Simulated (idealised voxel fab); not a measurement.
The process module that follows is named voxel tone inversion.
Square cells of 5 nm make up the cross-section cut, whose width is 295 nm.
The cross-sections in this document take the form of a grid made of square cells. They are written out as bands, in order from top to bottom. Each band consists of one or more rows of cells. Band entry format. Leading values: height of top, height of bottom, nm. Remainder: materials in left-to-right order, each with its width in nm. Special words: "edge to edge" on a single material, which then fills the band edge to edge; "empty", empty space. Height reference: 0 = level under which incoming wafer is all one material. Lowest band: no bottom, runs on downward, e.g. "from 0 down". Width: "30..40" (first number = top row, second number = bottom row, same change from row to row of cells). The designation "no alterations made", where it is given for a processing step, indicates that no cell of the cross-section was altered in the course of that step. In "Trapped cavities" the enclosed voids are listed, meaning empty spaces of 8 cells or larger without any opening to the top. The form is width x height at distance, distance from the left edge, units nm. On each step's line, the part that comes after the settings is the simulator's own comment on the step. Each step line may optionally specify "overlay nm", which for a step with a mask gives the rightward distance between the mask's planned place and where it lay, a negative value indicating the leftward direction.
Plan
1 RECEIVE: material Si
2 CONFORMAL_DEP: material SiN, thk nm 10
3 DIRECTIONAL_DEP: material polySi, thk nm 15
4 PATTERN: tone cover, mask id POSTS, material resist, width nm 15, pitch nm 40, thk nm 25, overlay nm 0
5 DIRECTIONAL_ETCH: etch materials polySi, depth nm 15
6 STRIP: etch materials resist
7 FILL_DEP: material lowk, thk nm 5
8 CMP: height nm 25
9 STRIP: etch materials polySi
10 CONFORMAL_DEP: material TiN, thk nm 5
11 FILL_DEP: material Ru, thk nm 5
12 CMP: height nm 25
13 CONFORMAL_DEP: material SiN, thk nm 5
First wafer, two in total, run as planned
Incoming wafer, cross-sectional view, post step 1
> from 0 down  Si edge to edge
> Trapped cavities: none
After step 2, in cross-section
> from 10 to 0  SiN edge to edge
> No changes below 0.
After step 3, in cross-section
> from 25 to 10  polySi edge to edge
> No changes below 10.
After step 4, in cross-section
> from 50 to 25  120 nm empty, 15 nm resist, 25 nm empty, 15 nm resist, 120 nm empty
> No changes below 25.
After step 5, in cross-section
> from 50 to 25  120 nm empty, 15 nm resist, 25 nm empty, 15 nm resist, 120 nm empty
> from 25 to 10  120 nm empty, 15 nm polySi, 25 nm empty, 15 nm polySi, 120 nm empty
> No changes below 10.
After step 6, in cross-section
> from 25 to 10  120 nm empty, 15 nm polySi, 25 nm empty, 15 nm polySi, 120 nm empty
> No changes below 10.
After step 7, in cross-section
> from 30 to 25  lowk edge to edge
> from 25 to 10  120 nm lowk, 15 nm polySi, 25 nm lowk, 15 nm polySi, 120 nm lowk
> No changes below 10.
After step 8, in cross-section
> from 25 to 10  120 nm lowk, 15 nm polySi, 25 nm lowk, 15 nm polySi, 120 nm lowk
> No changes below 10.
After step 9, in cross-section
> from 25 to 10  120 nm lowk, 15 nm empty, 25 nm lowk, 15 nm empty, 120 nm lowk
> No changes below 10.
After step 10, in cross-section
> from 30 to 25  125 nm TiN, 5 nm empty, 35 nm TiN, 5 nm empty, 125 nm TiN
> from 25 to 15  120 nm lowk, 5 nm TiN, 5 nm empty, 5 nm TiN, 25 nm lowk, 5 nm TiN, 5 nm empty, 5 nm TiN, 120 nm lowk
> from 15 to 10  120 nm lowk, 15 nm TiN, 25 nm lowk, 15 nm TiN, 120 nm lowk
> No changes below 10.
After step 11, in cross-section
> from 35 to 30  Ru edge to edge
> from 30 to 25  125 nm TiN, 5 nm Ru, 35 nm TiN, 5 nm Ru, 125 nm TiN
> from 25 to 15  120 nm lowk, 5 nm TiN, 5 nm Ru, 5 nm TiN, 25 nm lowk, 5 nm TiN, 5 nm Ru, 5 nm TiN, 120 nm lowk
> No changes below 15.
After step 12, in cross-section
> from 25 to 15  120 nm lowk, 5 nm TiN, 5 nm Ru, 5 nm TiN, 25 nm lowk, 5 nm TiN, 5 nm Ru, 5 nm TiN, 120 nm lowk
> No changes below 15.
After step 13, in cross-section
> from 30 to 25  SiN edge to edge
> No changes below 25.
Second wafer: same start and same plan as the first, one execution error; identical to the first through step 3
Second wafer, cut view, end of step 4 per plan
> from 50 to 25  115 nm empty, 25 nm resist, 15 nm empty, 25 nm resist, 115 nm empty
> No changes below 25.
Second wafer, cut view, end of step 5 per plan
> from 50 to 25  115 nm empty, 25 nm resist, 15 nm empty, 25 nm resist, 115 nm empty
> from 25 to 10  115 nm empty, 25 nm polySi, 15 nm empty, 25 nm polySi, 115 nm empty
> No changes below 10.
Second wafer, cut view, end of step 6 per plan
> from 25 to 10  115 nm empty, 25 nm polySi, 15 nm empty, 25 nm polySi, 115 nm empty
> No changes below 10.
Second wafer, cut view, end of step 7 per plan
> from 30 to 25  lowk edge to edge
> from 25 to 10  115 nm lowk, 25 nm polySi, 15 nm lowk, 25 nm polySi, 115 nm lowk
> No changes below 10.
Second wafer, cut view, end of step 8 per plan
> from 25 to 10  115 nm lowk, 25 nm polySi, 15 nm lowk, 25 nm polySi, 115 nm lowk
> No changes below 10.
Second wafer, cut view, end of step 9 per plan
> from 25 to 10  115 nm lowk, 25 nm empty, 15 nm lowk, 25 nm empty, 115 nm lowk
> No changes below 10.
Second wafer, cut view, end of step 10 per plan
> from 30 to 25  120 nm TiN, 15 nm empty, 25 nm TiN, 15 nm empty, 120 nm TiN
> from 25 to 15  115 nm lowk, 5 nm TiN, 15 nm empty, 5 nm TiN, 15 nm lowk, 5 nm TiN, 15 nm empty, 5 nm TiN, 115 nm lowk
> from 15 to 10  115 nm lowk, 25 nm TiN, 15 nm lowk, 25 nm TiN, 115 nm lowk
> No changes below 10.
Second wafer, cut view, end of step 11 per plan
> from 35 to 30  Ru edge to edge
> from 30 to 25  120 nm TiN, 15 nm Ru, 25 nm TiN, 15 nm Ru, 120 nm TiN
> from 25 to 15  115 nm lowk, 5 nm TiN, 15 nm Ru, 5 nm TiN, 15 nm lowk, 5 nm TiN, 15 nm Ru, 5 nm TiN, 115 nm lowk
> No changes below 15.
Second wafer, cut view, end of step 12 per plan
> from 25 to 15  115 nm lowk, 5 nm TiN, 15 nm Ru, 5 nm TiN, 15 nm lowk, 5 nm TiN, 15 nm Ru, 5 nm TiN, 115 nm lowk
> No changes below 15.
Second wafer, cut view, end of step 13 per plan
> from 30 to 25  SiN edge to edge
> No changes below 25.
What was the processing mistake? off-plan run, step 4, actual operation and settings PATTERN: tone cover, mask id POSTS, material resist, width nm 25, pitch nm 40, thk nm 25, overlay nm 0
The second wafer ends with more or fewer cells of some materials than the first, per final count: 8 more of Ru | 4 more of TiN | 12 fewer of lowk
